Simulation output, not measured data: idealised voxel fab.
Documented hereafter: the process module known as voxel transistor to metal.
Shown is cross-section cut, with a width of 170 nm and square cells of size 5 nm.
Cross-section format: a grid of square cells, given as bands from top to bottom; each band is one or more rows of cells. For a band, the entry starts with two heights in nm, that of the top and then that of the bottom, and carries on with the band's materials in order from left to right, each alongside its width in nm; the word "all across" beside a single material means it fills the band edge to edge, and "air" means empty space. The level at which height equals 0 is the one under which the wafer, as it arrives, is entirely one material. No lower edge exists for the bottom band, which continues downward and is notated as in "0 -> down". Width: "30..40" (first number = top row, second number = bottom row, same change from row to row of cells). It should be understood that the words "no change", when stated for a given step, signify that the cross-section underwent no change in any of its cells during that step. In the "Enclosed void listing" entry, you get each enclosed empty space of 8 cells or more, one with no open way to the top, written width x height at distance, distance from the left edge, in nm. It should be noted that, on the line of a given step, the content following the step's settings is a remark produced by the simulator itself with respect to that step. Among the settings permitted on a step's line is "overlay nm"; applied to a step with a mask, it specifies the extent to which the mask lay to the right of its planned position, whereas a negative figure signifies a position to the left. If you're wondering how to read the rest of this, here's the deal. It's pairs of cross-sections: one from before a process step, one from after it. The after one is only drawn as far down as the lowest band that changed. Right under each pair you'll see which step sits between them and what its settings were. Don't read the pairs as one continuous story, though. They can come from different runs of this module on the same starting wafer, and a pair only carries on from the one above it where its entry headed "Cross-section, before" says so.

[Cross-section, before]
70 -> 50  Ru all across
50 -> 45  TiN all across
45 -> 35  35 nm SiO2  5 nm TiN  20..15 nm Ru  5..10 nm TiN  35 nm SiO2  5..10 nm TiN  20..15 nm Ru  5 nm TiN  40 nm SiO2
35 -> 25  35 nm SiO2  5 nm TiN  15 nm Ru  5 nm TiN  5 nm SiN  5 nm SiO2  25 nm SiCN  5 nm SiO2  5 nm SiN  5 nm TiN  15 nm Ru  5 nm TiN  40 nm SiO2
25 -> 0  35 nm SiO2  5 nm TiN  15 nm Ru  5 nm TiN  5 nm SiN  5 nm SiO2  25 nm polySi  5 nm SiO2  5 nm SiN  5 nm TiN  15 nm Ru  5 nm TiN  40 nm SiO2
0 -> -5  25 nm SiO2  5 nm SiN  5 nm SiO2  25 nm TiN  5 nm SiN  5 nm SiO2  25 nm polySi  5 nm SiO2  5 nm SiN  25 nm TiN  5 nm SiO2  5 nm SiN  30 nm SiO2
-5 -> -10  30 nm SiO2  30 nm nSi  45 nm SiO2  30 nm nSi  35 nm SiO2
-10 -> -40  30 nm SiO2  105 nm Si  35 nm SiO2
-40 -> down  Si all across
Enclosed void listing: none

[Step Result]
70 -> 50  35 nm Ru  15 nm air  65 nm Ru  15 nm air  40 nm Ru
Below 50, the layers are the same as they were.
Enclosed void listing: none
Going from one cross-section above to the next, the wafer undergoes MASKED_ETCH | tone open | mask id METAL_1 | width nm 15 | pitch nm 80 | etch materials Ru | depth nm 20 | overlay nm 0

Cross-section, before: look at the pair above, its after cross-section is where this step starts.

[Step Result]
80 -> 70  SiO2 all across
70 -> 50  35 nm Ru  15 nm SiO2  65 nm Ru  15 nm SiO2  40 nm Ru
Below 50, the layers are the same as they were.
Enclosed void listing: none
Going from one cross-section above to the next, the wafer undergoes FILL_DEP | material SiO2 | thk nm 10

Cross-section, before: look at the pair above, its after cross-section is where this step starts.

[Step Result]
70 -> 50  35 nm Ru  15 nm SiO2  65 nm Ru  15 nm SiO2  40 nm Ru
Below 50, the layers are the same as they were.
Enclosed void listing: none
Going from one cross-section above to the next, the wafer undergoes CMP | height nm 70

Cross-section, before: look at the pair above, its after cross-section is where this step starts.

[Step Result]
75 -> 70  SiCN all across
Below 70, the layers are the same as they were.
Enclosed void listing: none
Going from one cross-section above to the next, the wafer undergoes CONFORMAL_DEP | material SiCN | thk nm 5

Cross-section, before: look at the pair above, its after cross-section is where this step starts.

[Step Result]
105 -> 75  SiO2 all across
Below 75, the layers are the same as they were.
Enclosed void listing: none
Going from one cross-section above to the next, the wafer undergoes DIRECTIONAL_DEP | material SiO2 | thk nm 30

Cross-section, before: look at the pair above, its after cross-section is where this step starts.

[Step Result]
105 -> 90  35 nm SiO2  15 nm air  65 nm SiO2  15 nm air  40 nm SiO2
Below 90, the layers are the same as they were.
Enclosed void listing: none
Going from one cross-section above to the next, the wafer undergoes MASKED_ETCH | tone open | mask id METAL_2 | width nm 15 | pitch nm 80 | etch materials SiO2 | depth nm 15 | overlay nm 0

Cross-section, before: look at the pair above, its after cross-section is where this step starts.

[Step Result]
115 -> 105  35 nm aC  15 nm air  65 nm aC  15 nm air  40 nm aC
105 -> 100  35 nm SiO2  15 nm air  65 nm SiO2  15 nm air  40 nm SiO2
100 -> 90  35 nm SiO2  15 nm aC  65 nm SiO2  15 nm aC  40 nm SiO2
Below 90, the layers are the same as they were.
Enclosed void listing: none
Going from one cross-section above to the next, the wafer undergoes DIRECTIONAL_DEP | material aC | thk nm 10

Cross-section, before: look at the pair above, its after cross-section is where this step starts.

[Step Result]
140 -> 115  35 nm resist  15 nm air  65 nm resist  15 nm air  40 nm resist
Below 115, the layers are the same as they were.
Enclosed void listing: none
Going from one cross-section above to the next, the wafer undergoes PATTERN | tone open | mask id METAL_2_HOLES | material resist | width nm 15 | pitch nm 80 | thk nm 25 | overlay nm 0

Cross-section, before: look at the pair above, its after cross-section is where this step starts.

[Step Result]
130 -> 115  35 nm resist  15 nm air  65 nm resist  15 nm air  40 nm resist
115 -> 105  35 nm aC  15 nm air  65 nm aC  15 nm air  40 nm aC
105 -> 90  35 nm SiO2  15 nm air  65 nm SiO2  15 nm air  40 nm SiO2
Below 90, the layers are the same as they were.
Enclosed void listing: none
Going from one cross-section above to the next, the wafer undergoes DIRECTIONAL_ETCH | etch materials aC | depth nm 10

Cross-section, before: look at the pair above, its after cross-section is where this step starts.

[Step Result]
115 -> 105  35 nm aC  15 nm air  65 nm aC  15 nm air  40 nm aC
Below 105, the layers are the same as they were.
Enclosed void listing: none
Going from one cross-section above to the next, the wafer undergoes STRIP | etch materials resist

Cross-section, before: look at the pair above, its after cross-section is where this step starts.

[Step Result]
115 -> 105  35 nm aC  15 nm air  65 nm aC  15 nm air  40 nm aC
105 -> 75  35 nm SiO2  15 nm air  65 nm SiO2  15 nm air  40 nm SiO2
Below 75, the layers are the same as they were.
Enclosed void listing: none
Going from one cross-section above to the next, the wafer undergoes DIRECTIONAL_ETCH | etch materials SiO2 | depth nm 15

Cross-section, before: look at the pair above, its after cross-section is where this step starts.

[Step Result]
115 -> 105  35 nm aC  15 nm air  65 nm aC  15 nm air  40 nm aC
105 -> 75  35 nm SiO2  15 nm air  65 nm SiO2  15 nm air  40 nm SiO2
75 -> 70  35 nm SiCN  15 nm air  65 nm SiCN  15 nm air  40 nm SiCN
Below 70, the layers are the same as they were.
Enclosed void listing: none
Going from one cross-section above to the next, the wafer undergoes DIRECTIONAL_ETCH | etch materials SiCN | depth nm 5

Cross-section, before: look at the pair above, its after cross-section is where this step starts.

[Step Result]
105 -> 75  35 nm SiO2  15 nm air  65 nm SiO2  15 nm air  40 nm SiO2
Below 75, the layers are the same as they were.
Enclosed void listing: none
Going from one cross-section above to the next, the wafer undergoes STRIP | etch materials aC

Cross-section, before: look at the pair above, its after cross-section is where this step starts.

[Step Result]
110 -> 105  40 nm TiN  5 nm air  75 nm TiN  5 nm air  45 nm TiN
105 -> 75  35 nm SiO2  5 nm TiN  5 nm air  5 nm TiN  65 nm SiO2  5 nm TiN  5 nm air  5 nm TiN  40 nm SiO2
75 -> 70  35 nm SiCN  15 nm TiN  65 nm SiCN  15 nm TiN  40 nm SiCN
Below 70, the layers are the same as they were.
Enclosed void listing: none
Going from one cross-section above to the next, the wafer undergoes CONFORMAL_DEP | material TiN | thk nm 5

Cross-section, before: look at the pair above, its after cross-section is where this step starts.

[Step Result]
120 -> 110  Cu all across
110 -> 105  40 nm TiN  5 nm Cu  75 nm TiN  5 nm Cu  45 nm TiN
105 -> 75  35 nm SiO2  5 nm TiN  5 nm Cu  5 nm TiN  65 nm SiO2  5 nm TiN  5 nm Cu  5 nm TiN  40 nm SiO2
Below 75, the layers are the same as they were.
Enclosed void listing: none
Going from one cross-section above to the next, the wafer undergoes FILL_DEP | material Cu | thk nm 10

Cross-section, before: look at the pair above, its after cross-section is where this step starts.

[Step Result]
105 -> 75  35 nm SiO2  5 nm TiN  5 nm Cu  5 nm TiN  65 nm SiO2  5 nm TiN  5 nm Cu  5 nm TiN  40 nm SiO2
Below 75, the layers are the same as they were.
Enclosed void listing: none
Going from one cross-section above to the next, the wafer undergoes CMP | height nm 105

Cross-section, before: look at the pair above, its after cross-section is where this step starts.

[Step Result]
110 -> 105  SiN all across
Below 105, the layers are the same as they were.
Enclosed void listing: none
Going from one cross-section above to the next, the wafer undergoes CONFORMAL_DEP | material SiN | thk nm 5
